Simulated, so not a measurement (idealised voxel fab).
The following is a process module called voxel wiring stack.
The cross-section shown here is cut; it is 245 nm wide and divided into square cells measuring 5 nm on a side.
Cross-section format: a grid of square cells, given as bands from top to bottom; each band is one or more rows of cells.
Band: top height; bottom height; in nm. Then, left to right: material with width in nm, for each material. "edge to edge": a single material spanning edge to edge. "air": empty space.
Height reference: 0 = level under which incoming wafer is all one material. Lowest band: no bottom, runs on downward, e.g. "0 nm and below".
A width given as "30->40" starts at the first number in the band's top row and ends at the second number in its bottom row, shifting by an equal amount at every step from row to row.
"no alteration" (step): cross-section cells unchanged, all of them.
The entry "closed voids" lists the empty spaces that cover at least 8 cells and have no open path to the top. Each is written as width x height at distance, where the distance is measured from the left edge and all three values are in nm.
Step line, after settings: the simulator's comment on this step.
If you see "overlay nm" on a step's line and that step has a mask, it's telling you how far right of where it was planned the mask ended up; a negative number means it went left instead.

PLAN
1. RECEIVE,material Si
2. CONFORMAL_DEP,material SiO2,thk nm 15
3. DIRECTIONAL_DEP,material TiN,thk nm 5
4. DIRECTIONAL_DEP,material W,thk nm 20
5. DIRECTIONAL_DEP,material aC,thk nm 15
6. PATTERN,tone cover,mask id METAL_1,material resist,width nm 20,pitch nm 50,thk nm 35,overlay nm 0
7. DIRECTIONAL_ETCH,etch materials aC,depth nm 15
8. STRIP,etch materials resist
9. DIRECTIONAL_ETCH,etch materials W,depth nm 20
10. DIRECTIONAL_ETCH,etch materials TiN,depth nm 5
11. STRIP,etch materials aC
12. FILL_DEP,material lowk,thk nm 10
13. CMP,height nm 40
14. CONFORMAL_DEP,material SiCN,thk nm 5
15. DIRECTIONAL_DEP,material SiO2,thk nm 15
16. MASKED_ETCH,tone open,mask id PLUG_1,width nm 15,etch materials SiO2,depth nm 15,overlay nm 0
17. MASKED_ETCH,tone open,mask id PLUG_1,width nm 15,etch materials SiCN,depth nm 5,overlay nm 0
18. EPI,material Ru,thk nm 10
19. EPI,material Ru,thk nm 10
20. DIRECTIONAL_DEP,material TiN,thk nm 5
21. DIRECTIONAL_DEP,material Ru,thk nm 20
22. MASKED_ETCH,tone cover,mask id METAL_2,width nm 20,pitch nm 50,etch materials Ru,depth nm 20,overlay nm 0
23. MASKED_ETCH,tone cover,mask id METAL_2,width nm 20,pitch nm 50,etch materials TiN,depth nm 5,overlay nm 0
24. CONFORMAL_DEP,material SiN,thk nm 5
25. FILL_DEP,material lowk,thk nm 10
26. CMP,height nm 85
27. CONFORMAL_DEP,material SiCN,thk nm 5
28. DIRECTIONAL_DEP,material lowk,thk nm 10
29. DIRECTIONAL_DEP,material aC,thk nm 10
30. PATTERN,tone open,mask id PLUG_2,material resist,width nm 15,thk nm 25,overlay nm 0
31. DIRECTIONAL_ETCH,etch materials aC,depth nm 10
32. STRIP,etch materials resist
33. DIRECTIONAL_ETCH,etch materials lowk,depth nm 10
34. DIRECTIONAL_ETCH,etch materials SiCN,depth nm 5
35. STRIP,etch materials aC
36. CONFORMAL_DEP,material TiN,thk nm 5
37. FILL_DEP,material Cu,thk nm 5
38. CMP,height nm 100
39. CONFORMAL_DEP,material SiN,thk nm 5
40. DIRECTIONAL_DEP,material SiO2,thk nm 15
41. PATTERN,tone open,mask id METAL_3,material resist,width nm 20,pitch nm 50,thk nm 20,overlay nm 0
42. DIRECTIONAL_ETCH,etch materials SiO2,depth nm 15
43. DIRECTIONAL_ETCH,etch materials SiN,depth nm 5
44. STRIP,etch materials resist
45. CONFORMAL_DEP,material TiN,thk nm 5
46. FILL_DEP,material W,thk nm 5
47. CMP,height nm 120
48. EPI,material Ru,thk nm 5
49. FILL_DEP,material SiCN,thk nm 5
50. DIRECTIONAL_DEP,material lowk,thk nm 30
51. MASKED_ETCH,tone open,mask id METAL_4_HOLES,width nm 15,pitch nm 50,etch materials lowk,depth nm 30,overlay nm 0
52. PATTERN,tone open,mask id METAL_4,material resist,width nm 20,pitch nm 50,thk nm 20,overlay nm 0
53. DIRECTIONAL_ETCH,etch materials lowk,depth nm 15
54. DIRECTIONAL_ETCH,etch materials SiCN,depth nm 5
55. STRIP,etch materials resist
56. CONFORMAL_DEP,material TiN,thk nm 5
57. FILL_DEP,material Cu,thk nm 5
58. CMP,height nm 160
59. CONFORMAL_DEP,material SiCN,thk nm 5

SO THIS IS THE INCOMING WAFER IN CROSS-SECTION - IT'S ALREADY BEEN THROUGH STEP 1
	0 nm and below | Si edge to edge
	closed voids: none

CROSS-SECTIONAL RESULT AFTER MODULE COMPLETION. NOTE: STARTING CONDITION AND PLAN ARE UNCHANGED FROM ABOVE; ONE PROCESSING MISTAKE WAS MADE
	165 nm to 160 nm | SiCN edge to edge
	160 nm to 150 nm | 85 of lowk  5 of TiN  10 of Cu  5 of TiN  30 of lowk  5 of TiN  10 of Cu  5 of TiN  90 of lowk
	150 nm to 145 nm | 85 of lowk  5 of TiN  5 of Cu  10 of TiN  30 of lowk  5 of TiN  5 of Cu  10 of TiN  90 of lowk
	145 nm to 130 nm | 85 of lowk  5 of TiN  5 of Cu  5 of TiN  35 of lowk  5 of TiN  5 of Cu  5 of TiN  95 of lowk
	130 nm to 125 nm | 85 of SiCN  15 of TiN  35 of SiCN  15 of TiN  95 of SiCN
	125 nm to 120 nm | 80 of SiCN  30 of Ru  20 of SiCN  30 of Ru  85 of SiCN
	120 nm to 105 nm | 85 of SiO2  5 of TiN  10 of W  5 of TiN  30 of SiO2  5 of TiN  10 of W  5 of TiN  90 of SiO2
	105 nm to 100 nm | 85 of SiN  20 of TiN  30 of SiN  20 of TiN  90 of SiN
	100 nm to 90 nm | 85 of lowk  5 of TiN  5 of Cu  5 of TiN  145 of lowk
	90 nm to 85 nm | 85 of SiCN  15 of TiN  145 of SiCN
	85 nm to 75 nm | 95->80 of lowk  5->20 of SiN  5 of Ru  5 of SiN  20 of lowk  5 of SiN  20 of Ru  5 of SiN  85 of lowk
	75 nm to 70 nm | 85 of SiN  15 of Ru  5 of TiN  30 of SiN  20 of TiN  90 of SiN
	70 nm to 55 nm | 85 of SiO2  15 of Ru  145 of SiO2
	55 nm to 50 nm | 85 of SiCN  15 of TiN  145 of SiCN
	50 nm to 40 nm | SiCN edge to edge
	40 nm to 20 nm | 85 of lowk  20 of W  30 of lowk  20 of W  90 of lowk
	20 nm to 15 nm | 85 of lowk  20 of TiN  30 of lowk  20 of TiN  90 of lowk
	15 nm to 0 nm | SiO2 edge to edge
	0 nm and below | Si edge to edge
	closed voids: none
Heads up, the wafer didn't run the way we planned it: off-plan run, step 14, actual operation and settings CONFORMAL_DEP,material SiCN,thk nm 15
